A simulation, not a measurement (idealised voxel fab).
Process module under the name voxel wiring stack
Xsec cut, 210 nm wide, square cell size 5 nm.
For the purposes of this document, a cross-section shall be understood as a grid of square cells, specified as bands listed in top-to-bottom order, each band consisting of one or more rows of cells.
This entry defines a band. It first specifies the height of the band's top and the height of its bottom in nm, and then specifies the band's materials from left to right, stating each material with its width in nm. The word "throughout" identifies a single material that fills the band from edge to edge, while the word "blank" identifies empty space.
Convention: height 0 is the level below which the wafer, as received, is all one material. The lowest band does not terminate at the bottom but continues downward, represented as "0 and below".
Width: "30..40" (first number = top row, second number = bottom row, same change from row to row of cells).
A step reported as "no change" is a step in which no cell of the cross-section changed.
Listed in "closed voids": every empty space of 8 or more cells without an open way to the top. Form: width x height at distance, the distance being from the left edge, all in nm.
Anything after a step's settings on that line? It's the simulator's own note about the step.
Steps that use a mask can have "overlay nm" on their line. It says how far the mask sat to the right of where it was meant to be. Negative means to the left.

-- Planned process steps
1,RECEIVE,material Si
2,CONFORMAL_DEP,material SiO2,thk nm 10
3,CONFORMAL_DEP,material SiCN,thk nm 5
4,DIRECTIONAL_DEP,material SiO2,thk nm 25
5,PATTERN,tone open,mask id METAL_1,material resist,width nm 30,pitch nm 60,thk nm 20,overlay nm 0
6,DIRECTIONAL_ETCH,etch materials SiO2,depth nm 25
7,DIRECTIONAL_ETCH,etch materials SiCN,depth nm 5
8,STRIP,etch materials resist
9,CONFORMAL_DEP,material TiN,thk nm 5
10,FILL_DEP,material Cu,thk nm 5
11,CMP,height nm 40
12,CONFORMAL_DEP,material SiCN,thk nm 5
13,DIRECTIONAL_DEP,material lowk,thk nm 25
14,PATTERN,tone open,mask id METAL_2_HOLES,material resist,width nm 15,pitch nm 60,thk nm 20,overlay nm 0
15,DIRECTIONAL_ETCH,etch materials lowk,depth nm 25
16,STRIP,etch materials resist
17,PATTERN,tone open,mask id METAL_2,material resist,width nm 30,pitch nm 60,thk nm 20,overlay nm 0
18,DIRECTIONAL_ETCH,etch materials lowk,depth nm 15
19,DIRECTIONAL_ETCH,etch materials SiCN,depth nm 5
20,STRIP,etch materials resist
21,CONFORMAL_DEP,material TiN,thk nm 5
22,FILL_DEP,material Ru,thk nm 10
23,CMP,height nm 70
24,CONFORMAL_DEP,material SiCN,thk nm 5
25,DIRECTIONAL_DEP,material SiO2,thk nm 15
26,PATTERN,tone open,mask id PLUG_2,material resist,width nm 15,thk nm 15,overlay nm 0
27,DIRECTIONAL_ETCH,etch materials SiO2,depth nm 15
28,DIRECTIONAL_ETCH,etch materials SiCN,depth nm 5
29,STRIP,etch materials resist
30,EPI,material Ru,thk nm 10
31,EPI,material Ru,thk nm 10
32,DIRECTIONAL_DEP,material TiN,thk nm 5
33,DIRECTIONAL_DEP,material Ru,thk nm 20
34,PATTERN,tone cover,mask id METAL_3,material resist,width nm 30,pitch nm 60,thk nm 20,overlay nm 0
35,DIRECTIONAL_ETCH,etch materials Ru,depth nm 20
36,DIRECTIONAL_ETCH,etch materials TiN,depth nm 5
37,STRIP,etch materials resist
38,CONFORMAL_DEP,material SiCN,thk nm 5
39,FILL_DEP,material SiO2,thk nm 10
40,CMP,height nm 115
41,CONFORMAL_DEP,material SiCN,thk nm 5
42,DIRECTIONAL_DEP,material SiO2,thk nm 30
43,PATTERN,tone open,mask id METAL_4_HOLES,material resist,width nm 15,pitch nm 60,thk nm 15,overlay nm 0
44,DIRECTIONAL_ETCH,etch materials SiO2,depth nm 30
45,STRIP,etch materials resist
46,MASKED_ETCH,tone open,mask id METAL_4,width nm 30,pitch nm 60,etch materials SiO2,depth nm 15,overlay nm 0
47,MASKED_ETCH,tone open,mask id METAL_4,width nm 30,pitch nm 60,etch materials SiCN,depth nm 5,overlay nm 0
48,CONFORMAL_DEP,material TiN,thk nm 5
49,FILL_DEP,material Cu,thk nm 10
50,CMP,height nm 150
51,CONFORMAL_DEP,material SiCN,thk nm 5

-- First of two wafers, with the run carried out as planned

-- Received-state cross-section, reflecting completion of step 1
* 0 and below: Si throughout
* closed voids: none

-- How the wafer stands in section after step 2
* 10 down to 0: SiO2 throughout
* Heights below 0 show no change.

-- How the wafer stands in section after step 3
* 15 down to 10: SiCN throughout
* Heights below 10 show no change.

-- How the wafer stands in section after step 4
* 40 down to 15: SiO2 throughout
* Heights below 15 show no change.

-- How the wafer stands in section after step 5
* 60 down to 40: resist: 60, blank: 30, resist: 30, blank: 30, resist: 60
* Heights below 40 show no change.

-- How the wafer stands in section after step 6
* 60 down to 40: resist: 60, blank: 30, resist: 30, blank: 30, resist: 60
* 40 down to 15: SiO2: 60, blank: 30, SiO2: 30, blank: 30, SiO2: 60
* Heights below 15 show no change.

-- How the wafer stands in section after step 7
* 60 down to 40: resist: 60, blank: 30, resist: 30, blank: 30, resist: 60
* 40 down to 15: SiO2: 60, blank: 30, SiO2: 30, blank: 30, SiO2: 60
* 15 down to 10: SiCN: 60, blank: 30, SiCN: 30, blank: 30, SiCN: 60
* Heights below 10 show no change.

-- How the wafer stands in section after step 8
* 40 down to 15: SiO2: 60, blank: 30, SiO2: 30, blank: 30, SiO2: 60
* Heights below 15 show no change.

-- How the wafer stands in section after step 9
* 45 down to 40: TiN: 65, blank: 20, TiN: 40, blank: 20, TiN: 65
* 40 down to 15: SiO2: 60, TiN: 5, blank: 20, TiN: 5, SiO2: 30, TiN: 5, blank: 20, TiN: 5, SiO2: 60
* 15 down to 10: SiCN: 60, TiN: 30, SiCN: 30, TiN: 30, SiCN: 60
* Heights below 10 show no change.

-- How the wafer stands in section after step 10
* 50 down to 45: Cu throughout
* 45 down to 40: TiN: 65, Cu: 20, TiN: 40, Cu: 20, TiN: 65
* 40 down to 15: SiO2: 60, TiN: 5, Cu: 20, TiN: 5, SiO2: 30, TiN: 5, Cu: 20, TiN: 5, SiO2: 60
* Heights below 15 show no change.

-- How the wafer stands in section after step 11
* 40 down to 15: SiO2: 60, TiN: 5, Cu: 20, TiN: 5, SiO2: 30, TiN: 5, Cu: 20, TiN: 5, SiO2: 60
* Heights below 15 show no change.

-- How the wafer stands in section after step 12
* 45 down to 40: SiCN throughout
* Heights below 40 show no change.

-- How the wafer stands in section after step 13
* 70 down to 45: lowk throughout
* Heights below 45 show no change.

-- How the wafer stands in section after step 14
* 90 down to 70: resist: 60, blank: 15, resist: 45, blank: 15, resist: 75
* Heights below 70 show no change.

-- How the wafer stands in section after step 15
* 90 down to 70: resist: 60, blank: 15, resist: 45, blank: 15, resist: 75
* 70 down to 45: lowk: 60, blank: 15, lowk: 45, blank: 15, lowk: 75
* Heights below 45 show no change.

-- How the wafer stands in section after step 16
* 70 down to 45: lowk: 60, blank: 15, lowk: 45, blank: 15, lowk: 75
* Heights below 45 show no change.

-- How the wafer stands in section after step 17
* 90 down to 70: resist: 60, blank: 30, resist: 30, blank: 30, resist: 60
* Heights below 70 show no change.

-- How the wafer stands in section after step 18
* 90 down to 70: resist: 60, blank: 30, resist: 30, blank: 30, resist: 60
* 70 down to 55: lowk: 60, blank: 30, lowk: 30, blank: 30, lowk: 60
* Heights below 55 show no change.

-- How the wafer stands in section after step 19
* 90 down to 70: resist: 60, blank: 30, resist: 30, blank: 30, resist: 60
* 70 down to 55: lowk: 60, blank: 30, lowk: 30, blank: 30, lowk: 60
* 55 down to 45: lowk: 60, blank: 15, lowk: 45, blank: 15, lowk: 75
* 45 down to 40: SiCN: 60, blank: 15, SiCN: 45, blank: 15, SiCN: 75
* Heights below 40 show no change.

-- How the wafer stands in section after step 20
* 70 down to 55: lowk: 60, blank: 30, lowk: 30, blank: 30, lowk: 60
* Heights below 55 show no change.

-- How the wafer stands in section after step 21
* 75 down to 70: TiN: 65, blank: 20, TiN: 40, blank: 20, TiN: 65
* 70 down to 60: lowk: 60, TiN: 5, blank: 20, TiN: 5, lowk: 30, TiN: 5, blank: 20, TiN: 5, lowk: 60
* 60 down to 55: lowk: 60, TiN: 5, blank: 5, TiN: 20, lowk: 30, TiN: 5, blank: 5, TiN: 20, lowk: 60
* 55 down to 45: lowk: 60, TiN: 5, blank: 5, TiN: 5, lowk: 45, TiN: 5, blank: 5, TiN: 5, lowk: 75
* 45 down to 40: SiCN: 60, TiN: 15, SiCN: 45, TiN: 15, SiCN: 75
* Heights below 40 show no change.

-- How the wafer stands in section after step 22
* 85 down to 75: Ru throughout
* 75 down to 70: TiN: 65, Ru: 20, TiN: 40, Ru: 20, TiN: 65
* 70 down to 60: lowk: 60, TiN: 5, Ru: 20, TiN: 5, lowk: 30, TiN: 5, Ru: 20, TiN: 5, lowk: 60
* 60 down to 55: lowk: 60, TiN: 5, Ru: 5, TiN: 20, lowk: 30, TiN: 5, Ru: 5, TiN: 20, lowk: 60
* 55 down to 45: lowk: 60, TiN: 5, Ru: 5, TiN: 5, lowk: 45, TiN: 5, Ru: 5, TiN: 5, lowk: 75
* Heights below 45 show no change.

-- How the wafer stands in section after step 23
* 70 down to 60: lowk: 60, TiN: 5, Ru: 20, TiN: 5, lowk: 30, TiN: 5, Ru: 20, TiN: 5, lowk: 60
* Heights below 60 show no change.

-- How the wafer stands in section after step 24
* 75 down to 70: SiCN throughout
* Heights below 70 show no change.

-- How the wafer stands in section after step 25
* 90 down to 75: SiO2 throughout
* Heights below 75 show no change.

-- How the wafer stands in section after step 26
* 105 down to 90: resist: 60, blank: 15, resist: 135
* Heights below 90 show no change.

-- How the wafer stands in section after step 27
* 105 down to 90: resist: 60, blank: 15, resist: 135
* 90 down to 75: SiO2: 60, blank: 15, SiO2: 135
* Heights below 75 show no change.

-- How the wafer stands in section after step 28
* 105 down to 90: resist: 60, blank: 15, resist: 135
* 90 down to 75: SiO2: 60, blank: 15, SiO2: 135
* 75 down to 70: SiCN: 60, blank: 15, SiCN: 135
* Heights below 70 show no change.

-- How the wafer stands in section after step 29
* 90 down to 75: SiO2: 60, blank: 15, SiO2: 135
* Heights below 75 show no change.

-- How the wafer stands in section after step 30
* 90 down to 80: SiO2: 60, blank: 15, SiO2: 135
* 80 down to 75: SiO2: 60, Ru: 15, SiO2: 135
* 75 down to 70: SiCN: 60, Ru: 15, SiCN: 135
* Heights below 70 show no change.

-- How the wafer stands in section after step 31
* 90 down to 75: SiO2: 60, Ru: 15, SiO2: 135
* Heights below 75 show no change.

-- How the wafer stands in section after step 32
* 95 down to 90: TiN throughout
* Heights below 90 show no change.

-- How the wafer stands in section after step 33
* 115 down to 95: Ru throughout
* Heights below 95 show no change.

-- How the wafer stands in section after step 34
* 135 down to 115: blank: 60, resist: 30, blank: 30, resist: 30, blank: 60
* Heights below 115 show no change.

-- How the wafer stands in section after step 35
* 135 down to 115: blank: 60, resist: 30, blank: 30, resist: 30, blank: 60
* 115 down to 95: blank: 60, Ru: 30, blank: 30, Ru: 30, blank: 60
* Heights below 95 show no change.

-- How the wafer stands in section after step 36
* 135 down to 115: blank: 60, resist: 30, blank: 30, resist: 30, blank: 60
* 115 down to 95: blank: 60, Ru: 30, blank: 30, Ru: 30, blank: 60
* 95 down to 90: blank: 60, TiN: 30, blank: 30, TiN: 30, blank: 60
* Heights below 90 show no change.

-- How the wafer stands in section after step 37
* 115 down to 95: blank: 60, Ru: 30, blank: 30, Ru: 30, blank: 60
* Heights below 95 show no change.

-- How the wafer stands in section after step 38
* 120 down to 115: blank: 55, SiCN: 40, blank: 20, SiCN: 40, blank: 55
* 115 down to 95: blank: 55, SiCN: 5, Ru: 30, SiCN: 5, blank: 20, SiCN: 5, Ru: 30, SiCN: 5, blank: 55
* 95 down to 90: SiCN: 60, TiN: 30, SiCN: 30, TiN: 30, SiCN: 60
* Heights below 90 show no change.

-- How the wafer stands in section after step 39
* 130 down to 120: SiO2 throughout
* 120 down to 115: SiO2: 55, SiCN: 40, SiO2: 20, SiCN: 40, SiO2: 55
* 115 down to 95: SiO2: 55, SiCN: 5, Ru: 30, SiCN: 5, SiO2: 20, SiCN: 5, Ru: 30, SiCN: 5, SiO2: 55
* Heights below 95 show no change.

-- How the wafer stands in section after step 40
* 115 down to 95: SiO2: 55, SiCN: 5, Ru: 30, SiCN: 5, SiO2: 20, SiCN: 5, Ru: 30, SiCN: 5, SiO2: 55
* Heights below 95 show no change.

-- How the wafer stands in section after step 41
* 120 down to 115: SiCN throughout
* Heights below 115 show no change.

-- How the wafer stands in section after step 42
* 150 down to 120: SiO2 throughout
* Heights below 120 show no change.

-- How the wafer stands in section after step 43
* 165 down to 150: resist: 60, blank: 15, resist: 45, blank: 15, resist: 75
* Heights below 150 show no change.

-- How the wafer stands in section after step 44
* 165 down to 150: resist: 60, blank: 15, resist: 45, blank: 15, resist: 75
* 150 down to 120: SiO2: 60, blank: 15, SiO2: 45, blank: 15, SiO2: 75
* Heights below 120 show no change.

-- How the wafer stands in section after step 45
* 150 down to 120: SiO2: 60, blank: 15, SiO2: 45, blank: 15, SiO2: 75
* Heights below 120 show no change.

-- How the wafer stands in section after step 46
* 150 down to 135: SiO2: 60, blank: 30, SiO2: 30, blank: 30, SiO2: 60
* Heights below 135 show no change.

-- How the wafer stands in section after step 47
* 150 down to 135: SiO2: 60, blank: 30, SiO2: 30, blank: 30, SiO2: 60
* 135 down to 120: SiO2: 60, blank: 15, SiO2: 45, blank: 15, SiO2: 75
* 120 down to 115: SiCN: 60, blank: 15, SiCN: 45, blank: 15, SiCN: 75
* Heights below 115 show no change.

-- How the wafer stands in section after step 48
* 155 down to 150: TiN: 65, blank: 20, TiN: 40, blank: 20, TiN: 65
* 150 down to 140: SiO2: 60, TiN: 5, blank: 20, TiN: 5, SiO2: 30, TiN: 5, blank: 20, TiN: 5, SiO2: 60
* 140 down to 135: SiO2: 60, TiN: 5, blank: 5, TiN: 20, SiO2: 30, TiN: 5, blank: 5, TiN: 20, SiO2: 60
* 135 down to 120: SiO2: 60, TiN: 5, blank: 5, TiN: 5, SiO2: 45, TiN: 5, blank: 5, TiN: 5, SiO2: 75
* 120 down to 115: SiCN: 60, TiN: 15, SiCN: 45, TiN: 15, SiCN: 75
* Heights below 115 show no change.

-- How the wafer stands in section after step 49
* 165 down to 155: Cu throughout
* 155 down to 150: TiN: 65, Cu: 20, TiN: 40, Cu: 20, TiN: 65
* 150 down to 140: SiO2: 60, TiN: 5, Cu: 20, TiN: 5, SiO2: 30, TiN: 5, Cu: 20, TiN: 5, SiO2: 60
* 140 down to 135: SiO2: 60, TiN: 5, Cu: 5, TiN: 20, SiO2: 30, TiN: 5, Cu: 5, TiN: 20, SiO2: 60
* 135 down to 120: SiO2: 60, TiN: 5, Cu: 5, TiN: 5, SiO2: 45, TiN: 5, Cu: 5, TiN: 5, SiO2: 75
* Heights below 120 show no change.

-- How the wafer stands in section after step 50
* 150 down to 140: SiO2: 60, TiN: 5, Cu: 20, TiN: 5, SiO2: 30, TiN: 5, Cu: 20, TiN: 5, SiO2: 60
* Heights below 140 show no change.

-- How the wafer stands in section after step 51
* 155 down to 150: SiCN throughout
* Heights below 150 show no change.

-- Notes, second wafer: start = first wafer's, plan = first wafer's, execution had one mistake; history identical to first through step 31

-- Second wafer, cut view, end of step 32 per plan
* 105 down to 90: TiN throughout
* Heights below 90 show no change.

-- Second wafer, cut view, end of step 33 per plan
* 125 down to 105: Ru throughout
* Heights below 105 show no change.

-- Second wafer, cut view, end of step 34 per plan
* 145 down to 125: blank: 60, resist: 30, blank: 30, resist: 30, blank: 60
* Heights below 125 show no change.

-- Second wafer, cut view, end of step 35 per plan
* 145 down to 125: blank: 60, resist: 30, blank: 30, resist: 30, blank: 60
* 125 down to 105: blank: 60, Ru: 30, blank: 30, Ru: 30, blank: 60
* Heights below 105 show no change.

-- Second wafer, cut view, end of step 36 per plan
* 145 down to 125: blank: 60, resist: 30, blank: 30, resist: 30, blank: 60
* 125 down to 105: blank: 60, Ru: 30, blank: 30, Ru: 30, blank: 60
* 105 down to 100: blank: 60, TiN: 30, blank: 30, TiN: 30, blank: 60
* Heights below 100 show no change.

-- Second wafer, cut view, end of step 37 per plan
* 125 down to 105: blank: 60, Ru: 30, blank: 30, Ru: 30, blank: 60
* Heights below 105 show no change.

-- Second wafer, cut view, end of step 38 per plan
* 130 down to 125: blank: 55, SiCN: 40, blank: 20, SiCN: 40, blank: 55
* 125 down to 105: blank: 55, SiCN: 5, Ru: 30, SiCN: 5, blank: 20, SiCN: 5, Ru: 30, SiCN: 5, blank: 55
* 105 down to 100: SiCN: 60, TiN: 30, SiCN: 30, TiN: 30, SiCN: 60
* Heights below 100 show no change.

-- Second wafer, cut view, end of step 39 per plan
* 140 down to 130: SiO2 throughout
* 130 down to 125: SiO2: 55, SiCN: 40, SiO2: 20, SiCN: 40, SiO2: 55
* 125 down to 105: SiO2: 55, SiCN: 5, Ru: 30, SiCN: 5, SiO2: 20, SiCN: 5, Ru: 30, SiCN: 5, SiO2: 55
* Heights below 105 show no change.

-- Second wafer, cut view, end of step 40 per plan
* 115 down to 105: SiO2: 55, SiCN: 5, Ru: 30, SiCN: 5, SiO2: 20, SiCN: 5, Ru: 30, SiCN: 5, SiO2: 55
* Heights below 105 show no change.

-- Second wafer, cut view, end of step 41 per plan
* 120 down to 115: SiCN throughout
* Heights below 115 show no change.

-- Second wafer, cut view, end of step 42 per plan
* 150 down to 120: SiO2 throughout
* Heights below 120 show no change.

-- Second wafer, cut view, end of step 43 per plan
* 165 down to 150: resist: 60, blank: 15, resist: 45, blank: 15, resist: 75
* Heights below 150 show no change.

-- Second wafer, cut view, end of step 44 per plan
* 165 down to 150: resist: 60, blank: 15, resist: 45, blank: 15, resist: 75
* 150 down to 120: SiO2: 60, blank: 15, SiO2: 45, blank: 15, SiO2: 75
* Heights below 120 show no change.

-- Second wafer, cut view, end of step 45 per plan
* 150 down to 120: SiO2: 60, blank: 15, SiO2: 45, blank: 15, SiO2: 75
* Heights below 120 show no change.

-- Second wafer, cut view, end of step 46 per plan
* 150 down to 135: SiO2: 60, blank: 30, SiO2: 30, blank: 30, SiO2: 60
* Heights below 135 show no change.

-- Second wafer, cut view, end of step 47 per plan
* 150 down to 135: SiO2: 60, blank: 30, SiO2: 30, blank: 30, SiO2: 60
* 135 down to 120: SiO2: 60, blank: 15, SiO2: 45, blank: 15, SiO2: 75
* 120 down to 115: SiCN: 60, blank: 15, SiCN: 45, blank: 15, SiCN: 75
* Heights below 115 show no change.

-- Second wafer, cut view, end of step 48 per plan
* 155 down to 150: TiN: 65, blank: 20, TiN: 40, blank: 20, TiN: 65
* 150 down to 140: SiO2: 60, TiN: 5, blank: 20, TiN: 5, SiO2: 30, TiN: 5, blank: 20, TiN: 5, SiO2: 60
* 140 down to 135: SiO2: 60, TiN: 5, blank: 5, TiN: 20, SiO2: 30, TiN: 5, blank: 5, TiN: 20, SiO2: 60
* 135 down to 120: SiO2: 60, TiN: 5, blank: 5, TiN: 5, SiO2: 45, TiN: 5, blank: 5, TiN: 5, SiO2: 75
* 120 down to 115: SiCN: 60, TiN: 15, SiCN: 45, TiN: 15, SiCN: 75
* Heights below 115 show no change.

-- Second wafer, cut view, end of step 49 per plan
* 165 down to 155: Cu throughout
* 155 down to 150: TiN: 65, Cu: 20, TiN: 40, Cu: 20, TiN: 65
* 150 down to 140: SiO2: 60, TiN: 5, Cu: 20, TiN: 5, SiO2: 30, TiN: 5, Cu: 20, TiN: 5, SiO2: 60
* 140 down to 135: SiO2: 60, TiN: 5, Cu: 5, TiN: 20, SiO2: 30, TiN: 5, Cu: 5, TiN: 20, SiO2: 60
* 135 down to 120: SiO2: 60, TiN: 5, Cu: 5, TiN: 5, SiO2: 45, TiN: 5, Cu: 5, TiN: 5, SiO2: 75
* Heights below 120 show no change.

-- Second wafer, cut view, end of step 50 per plan
* 150 down to 140: SiO2: 60, TiN: 5, Cu: 20, TiN: 5, SiO2: 30, TiN: 5, Cu: 20, TiN: 5, SiO2: 60
* Heights below 140 show no change.

-- Second wafer, cut view, end of step 51 per plan
* 155 down to 150: SiCN throughout
* Heights below 150 show no change.
What went wrong in running the wafer? step 32 ran with different settings than intended, the actual operation and settings being DIRECTIONAL_DEP,material TiN,thk nm 15
Cell-count delta at end, second wafer over first, by material: -24 Ru, -8 SiCN, -52 SiO2, +84 TiN
